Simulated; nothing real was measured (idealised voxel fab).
process module | voxel transistor to metal
cross-section cut | 180 nm wide | cells 5 nm
A cross-section is a grid of square cells, given in bands from the top down. A band is one or more rows of cells.
Each band's line starts with the height of the band's top and of its bottom, in nm. Then come its materials from left to right, each with its width in nm. One material with "throughout" fills the band from edge to edge. "air" is empty space.
Height 0 is the level under which the wafer as received is all one material. The lowest band goes on downwards, as in "0 down".
A width such as "30 to 40" changes by the same amount from each row of cells to the next, from the band's top row to its bottom row.
"no change" after a step means that no cell of the cross-section changed.
closed voids: empty space of 8 cells or more with no open way to the top, each as width x height at its distance from the left edge, in nm
after a step's settings: what the simulator itself notes on the step
overlay nm, on a step with a mask: how far to the right of its planned place the mask lay; to the left if negative
plan
1 op RECEIVE | material Si
2 op CONFORMAL_DEP | material SiO2 | thk nm 5
3 op CONFORMAL_DEP | material SiN | thk nm 10
4 op PATTERN | tone cover | mask id ACTIVE | material resist | width nm 105 | thk nm 20 | overlay nm 0
5 op DIRECTIONAL_ETCH | etch materials SiN | depth nm 10
6 op DIRECTIONAL_ETCH | etch materials SiO2 | depth nm 5
7 op DIRECTIONAL_ETCH | etch materials Si | depth nm 35
8 op STRIP | etch materials resist
9 op OXIDIZE | depth nm 5
10 op FILL_DEP | material SiO2 | thk nm 5
11 op CMP | height nm 15
12 op SELECTIVE_ETCH | etch materials SiO2 | depth nm 10
13 op STRIP | etch materials SiN
14 op SELECTIVE_ETCH | etch materials SiO2 | depth nm 5
15 op OXIDIZE | depth nm 5
16 op DIRECTIONAL_DEP | material polySi | thk nm 20
17 op DIRECTIONAL_DEP | material SiCN | thk nm 10
18 op PATTERN | tone cover | mask id GATE | material resist | width nm 25 | thk nm 20 | overlay nm 0
19 op DIRECTIONAL_ETCH | etch materials SiCN | depth nm 20
20 op DIRECTIONAL_ETCH | etch materials polySi | depth nm 30
21 op STRIP | etch materials resist
22 op CONFORMAL_DEP | material SiN | thk nm 10
23 op DIRECTIONAL_ETCH | etch materials SiN | depth nm 10
24 op DIRECTIONAL_ETCH | etch materials SiO2 | depth nm 5
25 op DIRECTIONAL_ETCH | etch materials Si | depth nm 15
26 op EPI | material pSi | thk nm 15
27 op FILL_DEP | material SiO2 | thk nm 5
28 op CMP | height nm 20
29 op STRIP | etch materials polySi
30 op SELECTIVE_ETCH | etch materials SiO2 | depth nm 5
31 op CONFORMAL_DEP | material HfO2 | thk nm 5
32 op CONFORMAL_DEP | material TiN | thk nm 5
33 op FILL_DEP | material W | thk nm 5
34 op CMP | height nm 15
35 op DIRECTIONAL_DEP | material SiO2 | thk nm 15
36 op DIRECTIONAL_DEP | material aC | thk nm 10
37 op PATTERN | tone open | mask id CONTACT | material resist | width nm 15 | pitch nm 70 | thk nm 30 | overlay nm 0
38 op DIRECTIONAL_ETCH | etch materials aC | depth nm 10
39 op STRIP | etch materials resist
40 op DIRECTIONAL_ETCH | etch materials SiO2 | depth nm 35
41 op STRIP | etch materials aC
42 op CONFORMAL_DEP | material TiN | thk nm 5
43 op FILL_DEP | material W | thk nm 10
44 op CMP | height nm 30
45 op CONFORMAL_DEP | material SiCN | thk nm 5
46 op DIRECTIONAL_DEP | material SiO2 | thk nm 15
47 op DIRECTIONAL_DEP | material aC | thk nm 15
48 op PATTERN | tone open | mask id METAL_1 | material resist | width nm 15 | pitch nm 70 | thk nm 30 | overlay nm 0
49 op DIRECTIONAL_ETCH | etch materials aC | depth nm 15
50 op STRIP | etch materials resist
51 op DIRECTIONAL_ETCH | etch materials SiO2 | depth nm 15
52 op DIRECTIONAL_ETCH | etch materials SiCN | depth nm 5
53 op STRIP | etch materials aC
54 op CONFORMAL_DEP | material TiN | thk nm 5
55 op FILL_DEP | material Cu | thk nm 10
56 op CMP | height nm 50
57 op CONFORMAL_DEP | material SiCN | thk nm 5
58 op DIRECTIONAL_DEP | material SiO2 | thk nm 30
59 op DIRECTIONAL_DEP | material aC | thk nm 15
60 op PATTERN | tone open | mask id METAL_2 | material resist | width nm 15 | pitch nm 70 | thk nm 35 | overlay nm 0
61 op DIRECTIONAL_ETCH | etch materials aC | depth nm 15
62 op STRIP | etch materials resist
63 op DIRECTIONAL_ETCH | etch materials SiO2 | depth nm 20
64 op STRIP | etch materials aC
65 op DIRECTIONAL_DEP | material aC | thk nm 15
66 op PATTERN | tone open | mask id METAL_2_HOLES | material resist | width nm 15 | pitch nm 70 | thk nm 35 | overlay nm 0
67 op DIRECTIONAL_ETCH | etch materials aC | depth nm 15
68 op STRIP | etch materials resist
69 op DIRECTIONAL_ETCH | etch materials SiO2 | depth nm 10
70 op DIRECTIONAL_ETCH | etch materials SiCN | depth nm 5
71 op STRIP | etch materials aC
72 op CONFORMAL_DEP | material TiN | thk nm 5
73 op FILL_DEP | material Cu | thk nm 10
74 op CMP | height nm 85
75 op CONFORMAL_DEP | material SiN | thk nm 5
varied across the wafers: depth nm of step 24. The plan shows the first wafer's value. All wafers start alike
first wafer as received, after step 1
  0 down: Si throughout
  closed voids: none
first wafer at the end, after step 75
  90 to 85: SiN throughout
  85 to 55: SiO2 45 | TiN 5 | Cu 5 | TiN 5 | SiO2 55 | TiN 5 | Cu 5 | TiN 5 | SiO2 50
  55 to 50: SiCN 45 | TiN 15 | SiCN 55 | TiN 15 | SiCN 50
  50 to 35: SiO2 45 | TiN 5 | Cu 5 | TiN 5 | SiO2 55 | TiN 5 | Cu 5 | TiN 5 | SiO2 50
  35 to 30: SiCN 45 | TiN 15 | SiCN 55 | TiN 15 | SiCN 50
  30 to 15: SiO2 45 | TiN 5 | W 5 | TiN 5 | SiO2 55 | TiN 5 | W 5 | TiN 5 | SiO2 50
  15 to 10: SiO2 45 | TiN 15 | SiO2 5 | SiN 10 | HfO2 5 | TiN 5 | W 5 | TiN 5 | HfO2 5 | SiN 10 | SiO2 5 | TiN 15 | SiO2 50
  10 to 5: SiO2 45 | TiN 5 | pSi 15 | SiN 10 | HfO2 5 | TiN 5 | W 5 | TiN 5 | HfO2 5 | SiN 10 | pSi 15 | TiN 5 | SiO2 50
  5 to 0: SiO2 45 | TiN 5 | pSi 15 | SiN 10 | HfO2 5 | TiN 15 | HfO2 5 | SiN 10 | pSi 15 | TiN 5 | SiO2 50
  0 to -5: SiO2 45 | TiN 5 | pSi 15 | SiO2 5 | HfO2 35 | SiO2 5 | pSi 15 | TiN 5 | SiO2 50
  -5 to -20: SiO2 40 | pSi 25 | Si 45 | pSi 25 | SiO2 45
  -20 to -40: SiO2 40 | Si 95 | SiO2 45
  -40 down: Si throughout
  closed voids: none
last wafer at the end
  90 to 85: SiN throughout
  85 to 55: SiO2 45 | TiN 5 | Cu 5 | TiN 5 | SiO2 55 | TiN 5 | Cu 5 | TiN 5 | SiO2 50
  55 to 50: SiCN 45 | TiN 15 | SiCN 55 | TiN 15 | SiCN 50
  50 to 35: SiO2 45 | TiN 5 | Cu 5 | TiN 5 | SiO2 55 | TiN 5 | Cu 5 | TiN 5 | SiO2 50
  35 to 30: SiCN 45 | TiN 15 | SiCN 55 | TiN 15 | SiCN 50
  30 to 15: SiO2 45 | TiN 5 | W 5 | TiN 5 | SiO2 55 | TiN 5 | W 5 | TiN 5 | SiO2 50
  15 to 10: SiO2 45 | TiN 15 | SiO2 5 | SiN 10 | HfO2 5 | TiN 5 | W 5 | TiN 5 | HfO2 5 | SiN 10 | SiO2 5 | TiN 15 | SiO2 50
  10 to 5: SiO2 45 | TiN 5 | pSi 15 | SiN 10 | HfO2 5 | TiN 5 | W 5 | TiN 5 | HfO2 5 | SiN 10 | pSi 15 | TiN 5 | SiO2 50
  5 to 0: SiO2 45 | TiN 5 | pSi 15 | SiN 10 | HfO2 5 | TiN 15 | HfO2 5 | SiN 10 | pSi 15 | TiN 5 | SiO2 50
  0 to -5: SiO2 45 | TiN 5 | pSi 15 | SiO2 5 | HfO2 35 | SiO2 5 | pSi 15 | TiN 5 | SiO2 50
  -5 to -20: SiO2 25 | pSi 40 | Si 45 | pSi 40 | SiO2 30
  -20 to -40: SiO2 40 | Si 95 | SiO2 45
  -40 down: Si throughout
  closed voids: none
each wafer at the end: cells of each material gained (+) or lost (-) since it was received, then its closed voids
depth nm 5 | +18 Cu | +13 HfO2 | -185 Si | +60 SiCN | +48 SiN | +559 SiO2 | +79 TiN | +8 W | +48 pSi | closed voids: none
depth nm 10 | +18 Cu | +13 HfO2 | -185 Si | +60 SiCN | +48 SiN | +557 SiO2 | +79 TiN | +8 W | +50 pSi | closed voids: none
depth nm 15 | +18 Cu | +13 HfO2 | -185 Si | +60 SiCN | +48 SiN | +551 SiO2 | +79 TiN | +8 W | +56 pSi | closed voids: none
depth nm 20 | +18 Cu | +13 HfO2 | -185 Si | +60 SiCN | +48 SiN | +541 SiO2 | +79 TiN | +8 W | +66 pSi | closed voids: none
